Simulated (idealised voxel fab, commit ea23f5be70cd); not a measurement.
process module | voxel gate over fins
cross-section cut | 205 nm wide | cells 5 nm
A cross-section is a grid of square cells, given in bands from the top down. A band is one or more rows of cells.
Each band's line starts with the height of the band's top and of its bottom, in nm. Then come its materials from left to right, each with its width in nm. One material with "throughout" fills the band from edge to edge. "air" is empty space.
Height 0 is the level under which the wafer as received is all one material. The lowest band goes on downwards, as in "0 down".
A width such as "30 to 40" changes by the same amount from each row of cells to the next, from the band's top row to its bottom row.
"no change" after a step means that no cell of the cross-section changed.
closed voids: empty space of 8 cells or more with no open way to the top, each as width x height at its distance from the left edge, in nm
after a step's settings: what the simulator itself notes on the step
overlay nm, on a step with a mask: how far to the right of its planned place the mask lay; to the left if negative
plan
1 op RECEIVE | material Si
2 op CONFORMAL_DEP | material SiN | thk nm 10
3 op DIRECTIONAL_DEP | material aC | thk nm 10
4 op PATTERN | tone cover | mask id FINS | material resist | width nm 15 | pitch nm 40 | thk nm 25 | overlay nm -15
5 op DIRECTIONAL_ETCH | etch materials aC | depth nm 10
6 op STRIP | etch materials resist
7 op DIRECTIONAL_ETCH | etch materials SiN | depth nm 10
8 op DIRECTIONAL_ETCH | etch materials Si | depth nm 40
9 op STRIP | etch materials aC
10 op OXIDIZE | depth nm 5
11 op FILL_DEP | material SiO2 | thk nm 15
12 op CMP | height nm 10
13 op SELECTIVE_ETCH | etch materials SiO2 | depth nm 20
14 op STRIP | etch materials SiN
15 op CONFORMAL_DEP | material HfO2 | thk nm 5
16 op CONFORMAL_DEP | material TiN | thk nm 5
17 op FILL_DEP | material W | thk nm 10
18 op CMP | height nm 15
19 op CONFORMAL_DEP | material SiCN | thk nm 5
varied across the wafers: overlay nm of step 4. The plan shows the first wafer's value. All wafers start alike
first wafer as received, after step 1
  0 down: Si throughout
  closed voids: none
each wafer at the end: cells of each material gained (+) or lost (-) since it was received, then its closed voids
overlay nm -15 | +57 HfO2 | -333 Si | +41 SiCN | +259 SiO2 | +57 TiN | +83 W | closed voids: none
overlay nm -10 | +57 HfO2 | -333 Si | +41 SiCN | +259 SiO2 | +57 TiN | +83 W | closed voids: none
overlay nm -5 | +57 HfO2 | -333 Si | +41 SiCN | +259 SiO2 | +57 TiN | +83 W | closed voids: none
overlay nm 0 | +57 HfO2 | -333 Si | +41 SiCN | +259 SiO2 | +57 TiN | +83 W | closed voids: none
overlay nm 5 | +57 HfO2 | -333 Si | +41 SiCN | +259 SiO2 | +57 TiN | +83 W | closed voids: none
overlay nm 10 | +57 HfO2 | -333 Si | +41 SiCN | +259 SiO2 | +57 TiN | +83 W | closed voids: none
overlay nm 15 | +57 HfO2 | -333 Si | +41 SiCN | +259 SiO2 | +57 TiN | +83 W | closed voids: none
